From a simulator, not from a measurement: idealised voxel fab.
This is a process module. Its name is voxel self aligned vias.
cross-section cut | 225 nm wide | cells 5 nm
Throughout this document, each cross-section is represented as a grid of square cells and is presented as a sequence of bands enumerated from the top downward, where a band comprises one or more rows of cells. For a band, the entry starts with two heights in nm, that of the top and then that of the bottom, and carries on with the band's materials in order from left to right, each alongside its width in nm; the word "throughout" beside a single material means it fills the band edge to edge, and "air" means empty space. Measure heights from 0. That's the level where, below it, the as-received wafer is all one material. The lowest band is bottomless and extends downward; write it as in "0 nm and below". Width: "30..40" (first number = top row, second number = bottom row, same change from row to row of cells). Step marked "stayed the same"? Then no cell in the cross-section changed in it. What "Completely enclosed voids" gives you is every empty space of 8 cells or more that is cut off from the top. Each appears as width x height at distance, with the distance taken from the left edge and width, height and distance all in nm. Read whatever lies past the settings on a step's line as the simulator's own remark about the step. What "overlay nm" on a step's line means: if the step has a mask, that mask lay this far to the right of its planned place, or, when the value is negative, to the left.
### Intended process steps
- 1: RECEIVE [material Si]
- 2: CONFORMAL_DEP [material SiO2] [thk nm 15]
- 3: CONFORMAL_DEP [material SiCN] [thk nm 5]
- 4: DIRECTIONAL_DEP [material SiO2] [thk nm 20]
- 5: DIRECTIONAL_DEP [material aC] [thk nm 10]
- 6: PATTERN [tone open] [mask id LINES] [material resist] [width nm 20] [pitch nm 45] [thk nm 25] [overlay nm 0]
- 7: DIRECTIONAL_ETCH [etch materials aC] [depth nm 10]
- 8: STRIP [etch materials resist]
- 9: DIRECTIONAL_ETCH [etch materials SiO2] [depth nm 20]
- 10: STRIP [etch materials aC]
- 11: CONFORMAL_DEP [material TiN] [thk nm 5]
- 12: FILL_DEP [material Ru] [thk nm 10]
- 13: CMP [height nm 40]
- 14: SELECTIVE_ETCH [etch materials W Ru TiN] [depth nm 5]
- 15: FILL_DEP [material SiN] [thk nm 10]
- 16: CMP [height nm 40]
- 17: DIRECTIONAL_DEP [material SiO2] [thk nm 20]
- 18: MASKED_ETCH [tone open] [mask id VIAS] [width nm 30] [etch materials SiO2] [depth nm 20] [overlay nm 0]
- 19: MASKED_ETCH [tone open] [mask id VIAS] [width nm 30] [etch materials SiN] [depth nm 5] [overlay nm 0]
- 20: CONFORMAL_DEP [material TiN] [thk nm 5]
- 21: FILL_DEP [material Ru] [thk nm 5]
- 22: CMP [height nm 60]
- 23: CONFORMAL_DEP [material SiCN] [thk nm 5]
### As received (post step 1): cross-section
  0 nm and below: Si throughout
  Completely enclosed voids: none
### Cross-section, end of module. Start: as above. Plan: as above. Execution: one mistake
  65 nm to 60 nm: SiCN throughout
  60 nm to 40 nm: 75 nm SiO2, then 5 nm TiN, then 20 nm Ru, then 5 nm TiN, then 120 nm SiO2
  40 nm to 35 nm: 75 nm SiN, then 30 nm TiN, then 120 nm SiN
  35 nm to 20 nm: 80 nm SiO2, then 5 nm TiN, then 10 nm Ru, then 5 nm TiN, then 25 nm SiO2, then 5 nm TiN, then 10 nm Ru, then 5 nm TiN, then 80 nm SiO2
  20 nm to 15 nm: 80 nm SiO2, then 20 nm TiN, then 25 nm SiO2, then 20 nm TiN, then 80 nm SiO2
  15 nm to 0 nm: SiO2 throughout
  0 nm and below: Si throughout
  Completely enclosed voids: none
Misprocessing identified: step 3 from the plan never happened, it was just skipped
